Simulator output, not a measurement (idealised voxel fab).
You're looking at the process module voxel capacitor over wiring.
Each square cell in cross-section cut measures 5 nm, and the section as a whole is 220 nm wide.
For the purposes of this document, a cross-section shall be understood as a grid of square cells, specified as bands listed in top-to-bottom order, each band consisting of one or more rows of cells.
Band entry format. Leading values: height of top, height of bottom, nm. Remainder: materials in left-to-right order, each with its width in nm. Special words: "all across" on a single material, which then fills the band edge to edge; "air", empty space.
Counting heights begins at 0, where everything beneath is, in the wafer as received, one material. The lowest band has no bottom; it goes on downwards, as "0 -> down" shows.
Width spec "30->40" -> top row of cells at first value, bottom row at second value, equal per-row change in between.
"everything unchanged" -> step changed no cross-section cell.
Any empty space of 8 cells or more lacking an open way to the top shows up in "Trapped cavities" as width x height at distance, distance from the left edge, in nm.
The remark found on a step's line after its settings is issued by the simulator itself and pertains to that step.
overlay nm: where the mask lay relative to plan, measured to the right, on steps with a mask; negatives go left.

Intended process steps:
1,RECEIVE, material Si
2,CONFORMAL_DEP, material SiO2, thk nm 10
3,CONFORMAL_DEP, material SiN, thk nm 5
4,DIRECTIONAL_DEP, material SiO2, thk nm 15
5,PATTERN, tone open, mask id METAL_1, material resist, width nm 20, pitch nm 90, thk nm 20, overlay nm 0
6,DIRECTIONAL_ETCH, etch materials SiO2, depth nm 15
7,DIRECTIONAL_ETCH, etch materials SiN, depth nm 5
8,STRIP, etch materials resist
9,CONFORMAL_DEP, material TiN, thk nm 5
10,FILL_DEP, material Ru, thk nm 5
11,CMP, height nm 30
12,EPI, material Ru, thk nm 5
13,FILL_DEP, material SiCN, thk nm 5
14,DIRECTIONAL_DEP, material lowk, thk nm 20
15,MASKED_ETCH, tone open, mask id PLUG_1, width nm 15, etch materials lowk, depth nm 20, overlay nm 0
16,MASKED_ETCH, tone open, mask id PLUG_1, width nm 15, etch materials SiCN, depth nm 5, overlay nm 0
17,CONFORMAL_DEP, material TiN, thk nm 5
18,FILL_DEP, material Cu, thk nm 10
19,CMP, height nm 60
20,DIRECTIONAL_DEP, material TiN, thk nm 5
21,DIRECTIONAL_DEP, material SiN, thk nm 5
22,DIRECTIONAL_DEP, material TiN, thk nm 5
23,PATTERN, tone cover, mask id UPPER_PLATE, material resist, width nm 75, thk nm 15, overlay nm 0
24,DIRECTIONAL_ETCH, etch materials TiN, depth nm 5
25,DIRECTIONAL_ETCH, etch materials SiN, depth nm 5
26,STRIP, etch materials resist
27,DIRECTIONAL_DEP, material aC, thk nm 10
28,PATTERN, tone cover, mask id LOWER_PLATE, material resist, width nm 85, thk nm 25, overlay nm 0
29,DIRECTIONAL_ETCH, etch materials aC, depth nm 10
30,STRIP, etch materials resist
31,DIRECTIONAL_ETCH, etch materials TiN, depth nm 10
32,STRIP, etch materials aC
33,FILL_DEP, material SiO2, thk nm 20
34,CMP, height nm 95
35,PATTERN, tone open, mask id PLUG_2, material resist, width nm 15, thk nm 15, overlay nm 0
36,DIRECTIONAL_ETCH, etch materials SiO2, depth nm 15
37,STRIP, etch materials resist
38,CONFORMAL_DEP, material TiN, thk nm 5
39,FILL_DEP, material Cu, thk nm 10
40,CMP, height nm 95
41,CONFORMAL_DEP, material SiN, thk nm 5
The value of thk nm given for step 20 in the plan refers to the first wafer; the wafers vary in this setting and are alike at the start.

First of several wafers (as received, post step 1), cross-sectional view:
	0 -> down: Si all across
	Trapped cavities: none

First of several wafers in cross-section at module end, following the final step, step 41:
	100 -> 95: SiN all across
	95 -> 85: SiO2 70 nm, then TiN 5 nm, then Cu 5 nm, then TiN 5 nm, then SiO2 135 nm
	85 -> 80: SiO2 70 nm, then TiN 15 nm, then SiO2 135 nm
	80 -> 75: SiO2 all across
	75 -> 70: SiO2 60 nm, then TiN 75 nm, then SiO2 85 nm
	70 -> 65: SiO2 60 nm, then SiN 75 nm, then SiO2 85 nm
	65 -> 60: SiO2 55 nm, then TiN 85 nm, then SiO2 80 nm
	60 -> 40: lowk 60 nm, then TiN 5 nm, then Cu 5 nm, then TiN 5 nm, then lowk 145 nm
	40 -> 35: SiCN 60 nm, then TiN 15 nm, then SiCN 145 nm
	35 -> 30: SiCN 50 nm, then Ru 30 nm, then SiCN 60 nm, then Ru 30 nm, then SiCN 50 nm
	30 -> 15: SiO2 55 nm, then TiN 5 nm, then Ru 10 nm, then TiN 5 nm, then SiO2 70 nm, then TiN 5 nm, then Ru 10 nm, then TiN 5 nm, then SiO2 55 nm
	15 -> 10: SiN 55 nm, then TiN 20 nm, then SiN 70 nm, then TiN 20 nm, then SiN 55 nm
	10 -> 0: SiO2 all across
	0 -> down: Si all across
	Trapped cavities: none

Last wafer of the set, cross-sectioned at end of module:
	100 -> 95: SiN all across
	95 -> 90: SiO2 60 nm, then TiN 75 nm, then SiO2 85 nm
	90 -> 85: SiO2 60 nm, then SiN 75 nm, then SiO2 85 nm
	85 -> 75: SiO2 55 nm, then TiN 85 nm, then SiO2 80 nm
	75 -> 60: TiN all across
	60 -> 40: lowk 60 nm, then TiN 5 nm, then Cu 5 nm, then TiN 5 nm, then lowk 145 nm
	40 -> 35: SiCN 60 nm, then TiN 15 nm, then SiCN 145 nm
	35 -> 30: SiCN 50 nm, then Ru 30 nm, then SiCN 60 nm, then Ru 30 nm, then SiCN 50 nm
	30 -> 15: SiO2 55 nm, then TiN 5 nm, then Ru 10 nm, then TiN 5 nm, then SiO2 70 nm, then TiN 5 nm, then Ru 10 nm, then TiN 5 nm, then SiO2 55 nm
	15 -> 10: SiN 55 nm, then TiN 20 nm, then SiN 70 nm, then TiN 20 nm, then SiN 55 nm
	10 -> 0: SiO2 all across
	0 -> down: Si all across
	Trapped cavities: none

Where each wafer stands at the end of the module, a row apiece: cells of each material gained (+) or lost (-) since it was received, then closed voids:
thk nm 5, +6 Cu, +24 Ru, +73 SiCN, +95 SiN, +448 SiO2, +70 TiN, +164 lowk, Trapped cavities: none
thk nm 10, +6 Cu, +24 Ru, +73 SiCN, +95 SiN, +431 SiO2, +87 TiN, +164 lowk, Trapped cavities: none
thk nm 15, +5 Cu, +24 Ru, +73 SiCN, +95 SiN, +390 SiO2, +129 TiN, +164 lowk, Trapped cavities: none
thk nm 20, +4 Cu, +24 Ru, +73 SiCN, +95 SiN, +349 SiO2, +171 TiN, +164 lowk, Trapped cavities: none
thk nm 25, +4 Cu, +24 Ru, +73 SiCN, +95 SiN, +308 SiO2, +212 TiN, +164 lowk, Trapped cavities: none
